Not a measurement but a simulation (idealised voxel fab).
You're looking at the process module voxel wiring stack.
Square cells of 5 nm make up the cross-section cut, whose width is 150 nm.
A cross-section is written here as square cells arranged in a grid, and it is given in bands from the top down, each band taking up one or more rows of cells.
What a band's entry tells you: where the top is and where the bottom is, as heights in nm, and after that what lies inside, material by material from left to right, each with its width in nm. Empty space is written as the word "blank", and a single material marked with the word "everywhere" occupies the band from edge to edge.
Counting heights begins at 0, where everything beneath is, in the wafer as received, one material. The lowest band has no bottom; it goes on downwards, as "0 nm and below" shows.
Width spec "30->40" -> top row of cells at first value, bottom row at second value, equal per-row change in between.
Step marked "left unchanged"? Then no cell in the cross-section changed in it.
Reported under the label "Trapped void list" are the empty spaces having no open way to the top and comprising 8 cells or more; the notation for each is width x height at distance, in which the distance is measured from the left edge and all three values are in nm.
Anything after a step's settings on that line? It's the simulator's own note about the step.
You can add "overlay nm" to a step's line. For a step with a mask, it describes how far the mask lay to the right of its planned position, and a negative number describes a lay to the left.
Each pair below shows a cross-section before one step and the cross-section after it, down to the lowest band that changed. The line under each pair gives the step between them, with its settings. The pairs can come from different runs of this module on the same starting wafer, so a pair continues from the pair above only where its "Prior to step" says so.
### Prior to step
  125 nm to 100 nm  resist 55, blank 20, resist 15, blank 20, resist 40
  100 nm to 90 nm  aC everywhere
  90 nm to 65 nm  lowk everywhere
  65 nm to 60 nm  SiCN everywhere
  60 nm to 40 nm  SiO2 45, TiN 5, Ru 5, TiN 5, SiO2 90
  40 nm to 35 nm  SiCN 45, TiN 15, SiCN 90
  35 nm to 15 nm  lowk 45, W 20, lowk 15, W 20, lowk 50
  15 nm to 10 nm  lowk 45, TiN 20, lowk 15, TiN 20, lowk 50
  10 nm to 0 nm  SiO2 everywhere
  0 nm and below  Si everywhere
  Trapped void list: none
### Sectional Result
  115 nm to 100 nm  resist 55, blank 20, resist 15, blank 20, resist 40
  100 nm to 90 nm  aC 55, blank 20, aC 15, blank 20, aC 40
  At heights below 90, the structure remains unaltered.
  Trapped void list: none
Step between the cross-sections above: op DIRECTIONAL_ETCH | etch materials aC | depth nm 10
Prior to step: The structure entering this step is exactly what the pair just above shows after its step.
### Sectional Result
  100 nm to 90 nm  aC 55, blank 20, aC 15, blank 20, aC 40
  At heights below 90, the structure remains unaltered.
  Trapped void list: none
Step between the cross-sections above: op STRIP | etch materials resist
Prior to step: The structure entering this step is exactly what the pair just above shows after its step.
### Sectional Result
  100 nm to 90 nm  aC 55, blank 20, aC 15, blank 20, aC 40
  90 nm to 65 nm  lowk 55, blank 20, lowk 15, blank 20, lowk 40
  At heights below 65, the structure remains unaltered.
  Trapped void list: none
Step between the cross-sections above: op DIRECTIONAL_ETCH | etch materials lowk | depth nm 25
Prior to step: The structure entering this step is exactly what the pair just above shows after its step.
### Sectional Result
  100 nm to 90 nm  aC 55, blank 20, aC 15, blank 20, aC 40
  90 nm to 65 nm  lowk 55, blank 20, lowk 15, blank 20, lowk 40
  65 nm to 60 nm  SiCN 55, blank 20, SiCN 15, blank 20, SiCN 40
  At heights below 60, the structure remains unaltered.
  Trapped void list: none
Step between the cross-sections above: op DIRECTIONAL_ETCH | etch materials SiCN | depth nm 5
Prior to step: The structure entering this step is exactly what the pair just above shows after its step.
### Sectional Result
  90 nm to 65 nm  lowk 55, blank 20, lowk 15, blank 20, lowk 40
  At heights below 65, the structure remains unaltered.
  Trapped void list: none
Step between the cross-sections above: op STRIP | etch materials aC
Prior to step: The structure entering this step is exactly what the pair just above shows after its step.
### Sectional Result
  95 nm to 90 nm  TiN 60, blank 10, TiN 25, blank 10, TiN 45
  90 nm to 65 nm  lowk 55, TiN 5, blank 10, TiN 5, lowk 15, TiN 5, blank 10, TiN 5, lowk 40
  65 nm to 60 nm  SiCN 55, TiN 20, SiCN 15, TiN 20, SiCN 40
  At heights below 60, the structure remains unaltered.
  Trapped void list: none
Step between the cross-sections above: op CONFORMAL_DEP | material TiN | thk nm 5
Prior to step: The structure entering this step is exactly what the pair just above shows after its step.
### Sectional Result
  100 nm to 95 nm  Ru everywhere
  95 nm to 90 nm  TiN 60, Ru 10, TiN 25, Ru 10, TiN 45
  90 nm to 65 nm  lowk 55, TiN 5, Ru 10, TiN 5, lowk 15, TiN 5, Ru 10, TiN 5, lowk 40
  At heights below 65, the structure remains unaltered.
  Trapped void list: none
Step between the cross-sections above: op FILL_DEP | material Ru | thk nm 5
Prior to step: The structure entering this step is exactly what the pair just above shows after its step.
### Sectional Result
  90 nm to 65 nm  lowk 55, TiN 5, Ru 10, TiN 5, lowk 15, TiN 5, Ru 10, TiN 5, lowk 40
  At heights below 65, the structure remains unaltered.
  Trapped void list: none
Step between the cross-sections above: op CMP | height nm 90
Prior to step: The structure entering this step is exactly what the pair just above shows after its step.
### Sectional Result
  95 nm to 90 nm  blank 50, Ru 30, blank 5, Ru 30, blank 35
  At heights below 90, the structure remains unaltered.
  Trapped void list: none
Step between the cross-sections above: op EPI | material Ru | thk nm 5
Prior to step: The structure entering this step is exactly what the pair just above shows after its step.
### Sectional Result
  100 nm to 95 nm  SiCN everywhere
  95 nm to 90 nm  SiCN 50, Ru 30, SiCN 5, Ru 30, SiCN 35
  At heights below 90, the structure remains unaltered.
  Trapped void list: none
Step between the cross-sections above: op FILL_DEP | material SiCN | thk nm 5
### Prior to step
  95 nm to 90 nm  TiN 50, blank 10, TiN 25, blank 10, TiN 55
  90 nm to 65 nm  lowk 45, TiN 5, blank 10, TiN 5, lowk 15, TiN 5, blank 10, TiN 5, lowk 50
  65 nm to 60 nm  SiCN 45, TiN 20, SiCN 15, TiN 20, SiCN 50
  60 nm to 40 nm  SiO2 45, TiN 5, Ru 5, TiN 5, SiO2 90
  40 nm to 35 nm  SiCN 45, TiN 15, SiCN 90
  35 nm to 15 nm  lowk 45, W 20, lowk 15, W 20, lowk 50
  15 nm to 10 nm  lowk 45, TiN 20, lowk 15, TiN 20, lowk 50
  10 nm to 0 nm  SiO2 everywhere
  0 nm and below  Si everywhere
  Trapped void list: none
### Sectional Result
  100 nm to 95 nm  aC everywhere
  95 nm to 90 nm  TiN 50, aC 10, TiN 25, aC 10, TiN 55
  90 nm to 65 nm  lowk 45, TiN 5, aC 10, TiN 5, lowk 15, TiN 5, aC 10, TiN 5, lowk 50
  At heights below 65, the structure remains unaltered.
  Trapped void list: none
Step between the cross-sections above: op FILL_DEP | material aC | thk nm 5
Prior to step: The structure entering this step is exactly what the pair just above shows after its step.
### Sectional Result
  90 nm to 65 nm  lowk 45, TiN 5, aC 10, TiN 5, lowk 15, TiN 5, aC 10, TiN 5, lowk 50
  At heights below 65, the structure remains unaltered.
  Trapped void list: none
Step between the cross-sections above: op CMP | height nm 90
Prior to step: The structure entering this step is exactly what the pair just above shows after its step.
### Sectional Result
  95 nm to 90 nm  blank 40, Ru 30, blank 5, Ru 30, blank 45
  At heights below 90, the structure remains unaltered.
  Trapped void list: none
Step between the cross-sections above: op EPI | material Ru | thk nm 5
Prior to step: The structure entering this step is exactly what the pair just above shows after its step.
### Sectional Result
  100 nm to 95 nm  SiCN everywhere
  95 nm to 90 nm  SiCN 40, Ru 30, SiCN 5, Ru 30, SiCN 45
  At heights below 90, the structure remains unaltered.
  Trapped void list: none
Step between the cross-sections above: op FILL_DEP | material SiCN | thk nm 5
### Prior to step
  60 nm to 40 nm  SiO2 everywhere
  40 nm to 35 nm  SiCN everywhere
  35 nm to 15 nm  lowk 45, W 20, lowk 15, W 20, lowk 50
  15 nm to 10 nm  lowk 45, TiN 20, lowk 15, TiN 20, lowk 50
  10 nm to 0 nm  SiO2 everywhere
  0 nm and below  Si everywhere
  Trapped void list: none
### Sectional Result
  60 nm to 40 nm  blank 45, SiO2 15, blank 90
  At heights below 40, the structure remains unaltered.
  Trapped void list: none
Step between the cross-sections above: op MASKED_ETCH | tone cover | mask id PLUG_1 | width nm 15 | etch materials SiO2 | depth nm 20 | overlay nm 0
Prior to step: The structure entering this step is exactly what the pair just above shows after its step.
### Sectional Result
  65 nm to 60 nm  blank 40, TiN 25, blank 85
  60 nm to 45 nm  blank 40, TiN 5, SiO2 15, TiN 5, blank 85
  45 nm to 40 nm  TiN 45, SiO2 15, TiN 90
  At heights below 40, the structure remains unaltered.
  Trapped void list: none
Step between the cross-sections above: op CONFORMAL_DEP | material TiN | thk nm 5
Prior to step: The structure entering this step is exactly what the pair just above shows after its step.
### Sectional Result
  70 nm to 65 nm  Ru everywhere
  65 nm to 60 nm  Ru 40, TiN 25, Ru 85
  60 nm to 45 nm  Ru 40, TiN 5, SiO2 15, TiN 5, Ru 85
  At heights below 45, the structure remains unaltered.
  Trapped void list: none
Step between the cross-sections above: op FILL_DEP | material Ru | thk nm 5
Prior to step: The structure entering this step is exactly what the pair just above shows after its step.
### Sectional Result
  60 nm to 45 nm  Ru 40, TiN 5, SiO2 15, TiN 5, Ru 85
  At heights below 45, the structure remains unaltered.
  Trapped void list: none
Step between the cross-sections above: op CMP | height nm 60
Prior to step: The structure entering this step is exactly what the pair just above shows after its step.
### Sectional Result
  65 nm to 60 nm  SiCN everywhere
  At heights below 60, the structure remains unaltered.
  Trapped void list: none
Step between the cross-sections above: op CONFORMAL_DEP | material SiCN | thk nm 5
Prior to step: The structure entering this step is exactly what the pair just above shows after its step.
### Sectional Result
  90 nm to 65 nm  lowk everywhere
  At heights below 65, the structure remains unaltered.
  Trapped void list: none
Step between the cross-sections above: op DIRECTIONAL_DEP | material lowk | thk nm 25
Prior to step: The structure entering this step is exactly what the pair just above shows after its step.
### Sectional Result
  100 nm to 90 nm  aC everywhere
  At heights below 90, the structure remains unaltered.
  Trapped void list: none
Step between the cross-sections above: op DIRECTIONAL_DEP | material aC | thk nm 10
Prior to step: The structure entering this step is exactly what the pair just above shows after its step.
### Sectional Result
  125 nm to 100 nm  resist 45, blank 20, resist 15, blank 20, resist 50
  At heights below 100, the structure remains unaltered.
  Trapped void list: none
Step between the cross-sections above: op PATTERN | tone open | mask id METAL_2 | material resist | width nm 20 | pitch nm 35 | thk nm 25 | overlay nm 0
Prior to step: The structure entering this step is exactly what the pair just above shows after its step.
### Sectional Result
  115 nm to 100 nm  resist 45, blank 20, resist 15, blank 20, resist 50
  100 nm to 90 nm  aC 45, blank 20, aC 15, blank 20, aC 50
  At heights below 90, the structure remains unaltered.
  Trapped void list: none
Step between the cross-sections above: op DIRECTIONAL_ETCH | etch materials aC | depth nm 10
Prior to step: The structure entering this step is exactly what the pair just above shows after its step.
### Sectional Result
  100 nm to 90 nm  aC 45, blank 20, aC 15, blank 20, aC 50
  At heights below 90, the structure remains unaltered.
  Trapped void list: none
Step between the cross-sections above: op STRIP | etch materials resist
Prior to step: The structure entering this step is exactly what the pair just above shows after its step.
### Sectional Result
  100 nm to 90 nm  aC 45, blank 20, aC 15, blank 20, aC 50
  90 nm to 65 nm  lowk 45, blank 20, lowk 15, blank 20, lowk 50
  At heights below 65, the structure remains unaltered.
  Trapped void list: none
Step between the cross-sections above: op DIRECTIONAL_ETCH | etch materials lowk | depth nm 25
Prior to step: The structure entering this step is exactly what the pair just above shows after its step.
### Sectional Result
  100 nm to 90 nm  aC 45, blank 20, aC 15, blank 20, aC 50
  90 nm to 65 nm  lowk 45, blank 20, lowk 15, blank 20, lowk 50
  65 nm to 60 nm  SiCN 45, blank 20, SiCN 15, blank 20, SiCN 50
  At heights below 60, the structure remains unaltered.
  Trapped void list: none
Step between the cross-sections above: op DIRECTIONAL_ETCH | etch materials SiCN | depth nm 5
Prior to step: The structure entering this step is exactly what the pair just above shows after its step.
### Sectional Result
  90 nm to 65 nm  lowk 45, blank 20, lowk 15, blank 20, lowk 50
  At heights below 65, the structure remains unaltered.
  Trapped void list: none
Step between the cross-sections above: op STRIP | etch materials aC
Prior to step: The structure entering this step is exactly what the pair just above shows after its step.
### Sectional Result
  95 nm to 90 nm  TiN 50, blank 10, TiN 25, blank 10, TiN 55
  90 nm to 65 nm  lowk 45, TiN 5, blank 10, TiN 5, lowk 15, TiN 5, blank 10, TiN 5, lowk 50
  65 nm to 60 nm  SiCN 45, TiN 20, SiCN 15, TiN 20, SiCN 50
  At heights below 60, the structure remains unaltered.
  Trapped void list: none
Step between the cross-sections above: op CONFORMAL_DEP | material TiN | thk nm 5
Prior to step: The structure entering this step is exactly what the pair just above shows after its step.
### Sectional Result
  100 nm to 95 nm  Ru everywhere
  95 nm to 90 nm  TiN 50, Ru 10, TiN 25, Ru 10, TiN 55
  90 nm to 65 nm  lowk 45, TiN 5, Ru 10, TiN 5, lowk 15, TiN 5, Ru 10, TiN 5, lowk 50
  At heights below 65, the structure remains unaltered.
  Trapped void list: none
Step between the cross-sections above: op FILL_DEP | material Ru | thk nm 5
Prior to step: The structure entering this step is exactly what the pair just above shows after its step.
### Sectional Result
  90 nm to 65 nm  lowk 45, TiN 5, Ru 10, TiN 5, lowk 15, TiN 5, Ru 10, TiN 5, lowk 50
  At heights below 65, the structure remains unaltered.
  Trapped void list: none
Step between the cross-sections above: op CMP | height nm 90
Prior to step: The structure entering this step is exactly what the pair just above shows after its step.
### Sectional Result
  95 nm to 90 nm  blank 40, Ru 30, blank 5, Ru 30, blank 45
  At heights below 90, the structure remains unaltered.
  Trapped void list: none
Step between the cross-sections above: op EPI | material Ru | thk nm 5
Prior to step: The structure entering this step is exactly what the pair just above shows after its step.
### Sectional Result
  100 nm to 95 nm  SiCN everywhere
  95 nm to 90 nm  SiCN 40, Ru 30, SiCN 5, Ru 30, SiCN 45
  At heights below 90, the structure remains unaltered.
  Trapped void list: none
Step between the cross-sections above: op FILL_DEP | material SiCN | thk nm 5
